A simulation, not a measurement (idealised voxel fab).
Process module under the name voxel lift off
Xsec cut, 235 nm wide, square cell size 5 nm.
This document writes a cross-section as a grid whose cells are square, and gives it as bands, listed from the top down; one or more rows of cells form a band. The band entry comprises the height of the band's top followed by the height of its bottom, expressed in nm, and subsequently the band's materials from left to right, each stated together with its width in nm. Where a single material is marked with the word "edge to edge", that material fills the band from edge to edge. The word "air" represents empty space. The level at which height equals 0 is the one under which the wafer, as it arrives, is entirely one material. No lower edge exists for the bottom band, which continues downward and is notated as in "0..down". Width spec "30->40" -> top row of cells at first value, bottom row at second value, equal per-row change in between. "nothing got changed", as given for a step, is the statement that not any cell of the cross-section underwent a change during that step. Entry "Enclosed internal voids" = empty spaces >= 8 cells with no open way to the top; each as width x height at distance, distance from left edge, all nm. Where a step's line continues beyond its settings, the continuation is a remark by the simulator itself on that step. For masked steps, "overlay nm" on the step line gives how far right of plan the mask actually lay; a minus sign means it lay to the left.
# Process steps foreseen in the plan
1: RECEIVE,material Si
2: CONFORMAL_DEP,material SiN,thk nm 15
3: PATTERN,tone open,mask id LINES,material resist,width nm 15,pitch nm 30,thk nm 20,overlay nm 0
4: DIRECTIONAL_DEP,material Ru,thk nm 10
5: STRIP,etch materials resist
6: CONFORMAL_DEP,material SiCN,thk nm 10
# This is the cross-section of the wafer as we received it, i.e. after step 1
0..down: Si edge to edge
Enclosed internal voids: none
# Below is the wafer in cross-section after the module was completed. It began from the starting point shown above and followed the plan shown above, except that one mistake was made while running it
35..25: air (70), SiCN (95), air (70)
25..15: SiCN (80), SiN (15), SiCN (15), SiN (15), SiCN (15), SiN (15), SiCN (80)
15..0: SiN edge to edge
0..down: Si edge to edge
Enclosed internal voids: none
Deviation noted in wafer processing: rather than as planned, step 4 actually ran as DIRECTIONAL_DEP,material SiN,thk nm 10
